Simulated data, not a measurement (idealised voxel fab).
Herein follows the process module entitled voxel tone inversion.
The cross-section on display is named cut; it measures 295 nm wide, and its cells are 5 nm squares.
Reading order for cross-sections: top band down to bottom band. Underlying form: a grid of square cells. Band size: one or more rows of cells.
What a band's entry tells you: where the top is and where the bottom is, as heights in nm, and after that what lies inside, material by material from left to right, each with its width in nm. Empty space is written as the word "empty", and a single material marked with the word "all across" occupies the band from edge to edge.
Heights are expressed relative to 0, this being the level below which the as-received wafer comprises one material exclusively. The lowest band is unbounded in the downward direction and is denoted as in "top 0, no bottom".
Note: "30..40" means the width goes from the first number (top row of the band) to the second number (bottom row) in equal steps per row of cells.
"no alterations made" after a step means that no cell of the cross-section changed.
"Sealed-off cavities" lists enclosed empty spaces (at least 8 cells, no open path upward to the top), each as width x height at distance from the left edge, in nm.
Step line, after settings: the simulator's comment on this step.
overlay nm, on a step with a mask: how far to the right of its planned place the mask lay; to the left if negative
The steps planned for the process are as follows:
| 1 | RECEIVE with material Si |
| 2 | CONFORMAL_DEP with material SiCN, thk nm 5 |
| 3 | DIRECTIONAL_DEP with material aC, thk nm 25 |
| 4 | PATTERN with tone cover, mask id POSTS, material resist, width nm 15, pitch nm 45, thk nm 35, overlay nm 0 |
| 5 | DIRECTIONAL_ETCH with etch materials aC, depth nm 25 |
| 6 | STRIP with etch materials resist |
| 7 | FILL_DEP with material SiO2, thk nm 5 |
| 8 | CMP with height nm 30 |
| 9 | STRIP with etch materials aC |
Cross-section of the wafer upon arrival, representing the state reached after step 1:
- top 0, no bottom | Si all across
- Sealed-off cavities: none
Starting structure and process plan are as shown above, but one mistake was made in running the module; the wafer cross-section at the end of the module follows:
- top 30, bottom 5 | 90 SiO2 | 25 empty | 20 SiO2 | 25 empty | 20 SiO2 | 25 empty | 90 SiO2
- top 5, bottom 0 | SiCN all across
- top 0, no bottom | Si all across
- Sealed-off cavities: none
Error vs. plan: step 4 ran differently from the plan; actual operation with settings: PATTERN with tone cover, mask id POSTS, material resist, width nm 25, pitch nm 45, thk nm 35, overlay nm 0
